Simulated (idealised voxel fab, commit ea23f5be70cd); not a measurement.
voxel self aligned vias: a process module
We display cut, a cross-section 270 nm in width whose square cells are each 5 nm.
Format of a cross-section: grid, square cells. Given as bands. Order: top down. Band: one or more rows of cells.
Band entry format. Leading values: height of top, height of bottom, nm. Remainder: materials in left-to-right order, each with its width in nm. Special words: "edge to edge" on a single material, which then fills the band edge to edge; "empty", empty space.
For the purposes of this specification, 0 denotes the height below which the wafer in its as-received condition is composed wholly of one material, and the lowermost band, lacking a lower limit, extends downward without end, as expressed in "top 0, no bottom".
Top row gets the first number, bottom row gets the second, and each row in between changes by the same step: that is how a band width like "30->40" works.
For the purposes of this document, the phrase "everything unchanged" attached to a step denotes that no cell within the cross-section was modified by that step.
The label "Trapped voids" introduces a list of the empty spaces, 8 cells or larger, that have no open way up to the top; each entry in it reads width x height at distance, where the distance is taken from the left edge and all three are stated in nm.
Past the settings on a step's line: simulator remark, on that step.
On any step carrying a mask, the "overlay nm" setting, if present on the step's line, tells how far right of its planned place the mask lay; negative values point to the left.

Steps in the process plan
1 RECEIVE | material Si
2 CONFORMAL_DEP | material SiO2 | thk nm 15
3 CONFORMAL_DEP | material SiCN | thk nm 5
4 DIRECTIONAL_DEP | material SiO2 | thk nm 30
5 DIRECTIONAL_DEP | material aC | thk nm 10
6 PATTERN | tone open | mask id LINES | material resist | width nm 30 | pitch nm 65 | thk nm 30 | overlay nm 0
7 DIRECTIONAL_ETCH | etch materials aC | depth nm 10
8 STRIP | etch materials resist
9 DIRECTIONAL_ETCH | etch materials SiO2 | depth nm 30
10 STRIP | etch materials aC
11 CONFORMAL_DEP | material TiN | thk nm 5
12 FILL_DEP | material W | thk nm 5
13 CMP | height nm 50
14 SELECTIVE_ETCH | etch materials W Ru TiN | depth nm 5
15 FILL_DEP | material SiN | thk nm 5
16 CMP | height nm 50
17 DIRECTIONAL_DEP | material SiO2 | thk nm 15
18 MASKED_ETCH | tone open | mask id VIAS | width nm 40 | pitch nm 65 | etch materials SiO2 | depth nm 15 | overlay nm 0
19 MASKED_ETCH | tone open | mask id VIAS | width nm 40 | pitch nm 65 | etch materials SiN | depth nm 5 | overlay nm 0
20 CONFORMAL_DEP | material TiN | thk nm 5
21 FILL_DEP | material W | thk nm 5
22 CMP | height nm 65
23 CONFORMAL_DEP | material SiN | thk nm 5

Cross-section of the wafer at receipt, which is the condition after step 1
> top 0, no bottom | Si edge to edge
> Trapped voids: none

Sectioned view, first of two wafers, at the close of the module, processed as intended in the plan
> top 70, bottom 65 | SiN edge to edge
> top 65, bottom 55 | SiO2 (50) | TiN (5) | W (30) | TiN (5) | SiO2 (25) | TiN (5) | W (30) | TiN (5) | SiO2 (25) | TiN (5) | W (30) | TiN (5) | SiO2 (50)
> top 55, bottom 50 | SiO2 (50) | TiN (10) | W (20) | TiN (10) | SiO2 (25) | TiN (10) | W (20) | TiN (10) | SiO2 (25) | TiN (10) | W (20) | TiN (10) | SiO2 (50)
> top 50, bottom 45 | SiO2 (55) | TiN (30) | SiO2 (35) | TiN (30) | SiO2 (35) | TiN (30) | SiO2 (55)
> top 45, bottom 25 | SiO2 (55) | TiN (5) | W (20) | TiN (5) | SiO2 (35) | TiN (5) | W (20) | TiN (5) | SiO2 (35) | TiN (5) | W (20) | TiN (5) | SiO2 (55)
> top 25, bottom 20 | SiO2 (55) | TiN (30) | SiO2 (35) | TiN (30) | SiO2 (35) | TiN (30) | SiO2 (55)
> top 20, bottom 15 | SiCN edge to edge
> top 15, bottom 0 | SiO2 edge to edge
> top 0, no bottom | Si edge to edge
> Trapped voids: none

Second of two wafers, module complete, sectioned: it shares the first wafer's start and plan but was run with one mistake
> top 70, bottom 65 | W edge to edge
> top 65, bottom 55 | SiO2 (50) | TiN (5) | W (30) | TiN (5) | SiO2 (25) | TiN (5) | W (30) | TiN (5) | SiO2 (25) | TiN (5) | W (30) | TiN (5) | SiO2 (50)
> top 55, bottom 50 | SiO2 (50) | TiN (10) | W (20) | TiN (10) | SiO2 (25) | TiN (10) | W (20) | TiN (10) | SiO2 (25) | TiN (10) | W (20) | TiN (10) | SiO2 (50)
> top 50, bottom 45 | SiO2 (55) | TiN (30) | SiO2 (35) | TiN (30) | SiO2 (35) | TiN (30) | SiO2 (55)
> top 45, bottom 25 | SiO2 (55) | TiN (5) | W (20) | TiN (5) | SiO2 (35) | TiN (5) | W (20) | TiN (5) | SiO2 (35) | TiN (5) | W (20) | TiN (5) | SiO2 (55)
> top 25, bottom 20 | SiO2 (55) | TiN (30) | SiO2 (35) | TiN (30) | SiO2 (35) | TiN (30) | SiO2 (55)
> top 20, bottom 15 | SiCN edge to edge
> top 15, bottom 0 | SiO2 edge to edge
> top 0, no bottom | Si edge to edge
> Trapped voids: none
What was done differently from what was planned? step 23 was not run as planned; what actually ran was CONFORMAL_DEP | material W | thk nm 5
Cell-count delta at end, second wafer over first, by material: SiN -54; W +54
